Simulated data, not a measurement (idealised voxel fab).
Presented below is a process module, voxel lift off.
It is cross-section cut that appears here, measuring 205 nm in width, its square cells being 5 nm in size.
Notation: cross-section as square-cell grid; stated in bands, top first, going down; one or more cell rows per band. First you get the band's top height and its bottom height, in nm, and then the materials it's made of, left to right, with each width in nm. If you see a single material with "edge to edge", that one covers the band edge to edge. "empty" is empty space. Height reference: 0 = level under which incoming wafer is all one material. Lowest band: no bottom, runs on downward, e.g. "from 0 down". With a width like "30..40", each row of cells in the band differs from the next by the same amount, the top row carrying the first number and the bottom row the second. "nothing was modified" for a step: no cell of the cross-section changed in that step. "Cavities, closed" lists enclosed empty spaces (at least 8 cells, no open path upward to the top), each as width x height at distance from the left edge, in nm. Read whatever lies past the settings on a step's line as the simulator's own remark about the step. A step's line can hold "overlay nm"; with a mask on that step, the setting says how far right of the planned place the mask lay, while a negative setting says it lay to the left.

-- Planned process steps
1) RECEIVE (material Si)
2) CONFORMAL_DEP (material Al2O3; thk nm 15)
3) PATTERN (tone open; mask id LINES; material resist; width nm 25; pitch nm 50; thk nm 20; overlay nm 0)
4) DIRECTIONAL_DEP (material Ru; thk nm 5)
5) STRIP (etch materials resist)
6) CONFORMAL_DEP (material SiN; thk nm 10)

-- first wafer, as planned

-- Wafer at receipt (post step 1), cross-section
  from 0 down = Si edge to edge
  Cavities, closed: none

-- Cross-section: wafer state after step 2
  from 15 to 0 = Al2O3 edge to edge
  Nothing below the height 0 has changed.

-- Cross-section: wafer state after step 3
  from 35 to 15 = resist (65) | empty (25) | resist (25) | empty (25) | resist (65)
  Nothing below the height 15 has changed.

-- Cross-section: wafer state after step 4
  from 40 to 35 = Ru (65) | empty (25) | Ru (25) | empty (25) | Ru (65)
  from 35 to 20 = resist (65) | empty (25) | resist (25) | empty (25) | resist (65)
  from 20 to 15 = resist (65) | Ru (25) | resist (25) | Ru (25) | resist (65)
  Nothing below the height 15 has changed.

-- Cross-section: wafer state after step 5
  from 20 to 15 = empty (65) | Ru (25) | empty (25) | Ru (25) | empty (65)
  Nothing below the height 15 has changed.

-- Cross-section: wafer state after step 6
  from 30 to 25 = empty (55) | SiN (45) | empty (5) | SiN (45) | empty (55)
  from 25 to 20 = SiN edge to edge
  from 20 to 15 = SiN (65) | Ru (25) | SiN (25) | Ru (25) | SiN (65)
  Nothing below the height 15 has changed.

-- Wafer two. Identical start, identical plan. One mistake in execution. Identical history through step 1

-- Second wafer profile in section, at the moment step 2 of the plan was meant to be complete
  from 15 to 0 = Ru edge to edge
  Nothing below the height 0 has changed.

-- Second wafer profile in section, at the moment step 3 of the plan was meant to be complete
  from 35 to 15 = resist (65) | empty (25) | resist (25) | empty (25) | resist (65)
  Nothing below the height 15 has changed.

-- Second wafer profile in section, at the moment step 4 of the plan was meant to be complete
  from 40 to 35 = Ru (65) | empty (25) | Ru (25) | empty (25) | Ru (65)
  from 35 to 20 = resist (65) | empty (25) | resist (25) | empty (25) | resist (65)
  from 20 to 15 = resist (65) | Ru (25) | resist (25) | Ru (25) | resist (65)
  Nothing below the height 15 has changed.

-- Second wafer profile in section, at the moment step 5 of the plan was meant to be complete
  from 20 to 15 = empty (65) | Ru (25) | empty (25) | Ru (25) | empty (65)
  Nothing below the height 15 has changed.

-- Second wafer profile in section, at the moment step 6 of the plan was meant to be complete
  from 30 to 25 = empty (55) | SiN (45) | empty (5) | SiN (45) | empty (55)
  from 25 to 20 = SiN edge to edge
  from 20 to 15 = SiN (65) | Ru (25) | SiN (25) | Ru (25) | SiN (65)
  Nothing below the height 15 has changed.
Against the plan, the run slipped here: step 2, actual vs plan mismatch, actual run CONFORMAL_DEP (material Ru; thk nm 15)
Final wafer comparison in cells, second versus first, more or fewer per material: -123 Al2O3; +123 Ru
